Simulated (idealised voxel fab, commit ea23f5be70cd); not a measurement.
A process module follows: voxel capacitor over wiring.
The cross-section shown here is cut; it is 235 nm wide and divided into square cells measuring 5 nm on a side.
If you're reading a cross-section in this doc, picture square cells in a grid; it comes to you as bands, top ones listed first down to the bottom, and a band can be one or more rows of cells.
Band: top height; bottom height; in nm. Then, left to right: material with width in nm, for each material. "full width": a single material spanning edge to edge. "blank": empty space.
Note: height 0 marks the level under which the wafer is uniformly one material as received. Lowest band unbounded below, written "0 -> down".
Per-row width for "30..40": begins at first number (top row of band), ends at second number (bottom row), increment between rows held constant.
The cross-section has no changed cell in any step marked "nothing was modified".
So "Fully sealed voids" is basically the list of trapped voids: any empty space of 8 cells or more that can't reach the top through an opening. They're written width x height at distance, the distance being from the left edge, and it's all nm.
Where a step's line continues beyond its settings, the continuation is a remark by the simulator itself on that step.
overlay nm: mask offset rightward from planned place, masked step; negative means leftward offset.

[Process steps foreseen in the plan]
step 1: RECEIVE,material Si
step 2: CONFORMAL_DEP,material SiO2,thk nm 15
step 3: CONFORMAL_DEP,material SiCN,thk nm 5
step 4: DIRECTIONAL_DEP,material SiO2,thk nm 15
step 5: DIRECTIONAL_DEP,material aC,thk nm 10
step 6: PATTERN,tone open,mask id METAL_1,material resist,width nm 30,pitch nm 95,thk nm 25,overlay nm 0
step 7: DIRECTIONAL_ETCH,etch materials aC,depth nm 10
step 8: STRIP,etch materials resist
step 9: DIRECTIONAL_ETCH,etch materials SiO2,depth nm 15
step 10: DIRECTIONAL_ETCH,etch materials SiCN,depth nm 5
step 11: STRIP,etch materials aC
step 12: CONFORMAL_DEP,material TiN,thk nm 5
step 13: FILL_DEP,material Cu,thk nm 5
step 14: CMP,height nm 35
step 15: CONFORMAL_DEP,material SiCN,thk nm 5
step 16: DIRECTIONAL_DEP,material SiO2,thk nm 15
step 17: MASKED_ETCH,tone open,mask id PLUG_1,width nm 15,etch materials SiO2,depth nm 15,overlay nm 0
step 18: MASKED_ETCH,tone open,mask id PLUG_1,width nm 15,etch materials SiCN,depth nm 5,overlay nm 0
step 19: CONFORMAL_DEP,material TiN,thk nm 5
step 20: FILL_DEP,material Cu,thk nm 10
step 21: CMP,height nm 55
step 22: DIRECTIONAL_DEP,material TiN,thk nm 10
step 23: DIRECTIONAL_DEP,material SiN,thk nm 5
step 24: DIRECTIONAL_DEP,material TiN,thk nm 5
step 25: PATTERN,tone cover,mask id UPPER_PLATE,material resist,width nm 70,thk nm 20,overlay nm 0
step 26: DIRECTIONAL_ETCH,etch materials TiN,depth nm 5
step 27: DIRECTIONAL_ETCH,etch materials SiN,depth nm 5
step 28: STRIP,etch materials resist
step 29: PATTERN,tone cover,mask id LOWER_PLATE,material resist,width nm 80,thk nm 20,overlay nm 0
step 30: DIRECTIONAL_ETCH,etch materials TiN,depth nm 10
step 31: STRIP,etch materials resist
step 32: FILL_DEP,material SiO2,thk nm 20
step 33: CMP,height nm 90
step 34: DIRECTIONAL_DEP,material aC,thk nm 10
step 35: PATTERN,tone open,mask id PLUG_2,material resist,width nm 15,thk nm 30,overlay nm 0
step 36: DIRECTIONAL_ETCH,etch materials aC,depth nm 10
step 37: STRIP,etch materials resist
step 38: DIRECTIONAL_ETCH,etch materials SiO2,depth nm 15
step 39: STRIP,etch materials aC
step 40: CONFORMAL_DEP,material TiN,thk nm 5
step 41: FILL_DEP,material Ru,thk nm 10
step 42: CMP,height nm 90
step 43: CONFORMAL_DEP,material SiCN,thk nm 5

[Wafer cross-section on receipt, i.e. after step 1]
  0 -> down: Si full width
  Fully sealed voids: none

[This is how the wafer looks in cross-section once the module is done, given the starting state and plan above and one mistake in carrying the plan out]
  95 -> 90: SiCN full width
  90 -> 80: SiO2 (80), TiN (5), Ru (5), TiN (5), SiO2 (140)
  80 -> 75: SiO2 (80), TiN (15), SiO2 (140)
  75 -> 70: SiO2 full width
  70 -> 65: SiO2 (70), TiN (70), SiO2 (95)
  65 -> 55: SiO2 (65), TiN (80), SiO2 (90)
  55 -> 40: SiO2 (70), TiN (5), Cu (5), TiN (5), SiO2 (150)
  40 -> 35: SiCN (70), TiN (15), SiCN (150)
  35 -> 20: SiO2 (55), TiN (5), Cu (20), TiN (5), SiO2 (65), TiN (5), Cu (20), TiN (5), SiO2 (55)
  20 -> 15: SiCN (55), TiN (30), SiCN (65), TiN (30), SiCN (55)
  15 -> 0: SiO2 full width
  0 -> down: Si full width
  Fully sealed voids: none
Where did the run depart from the plan? step 23 was dropped from the plan's execution and never run
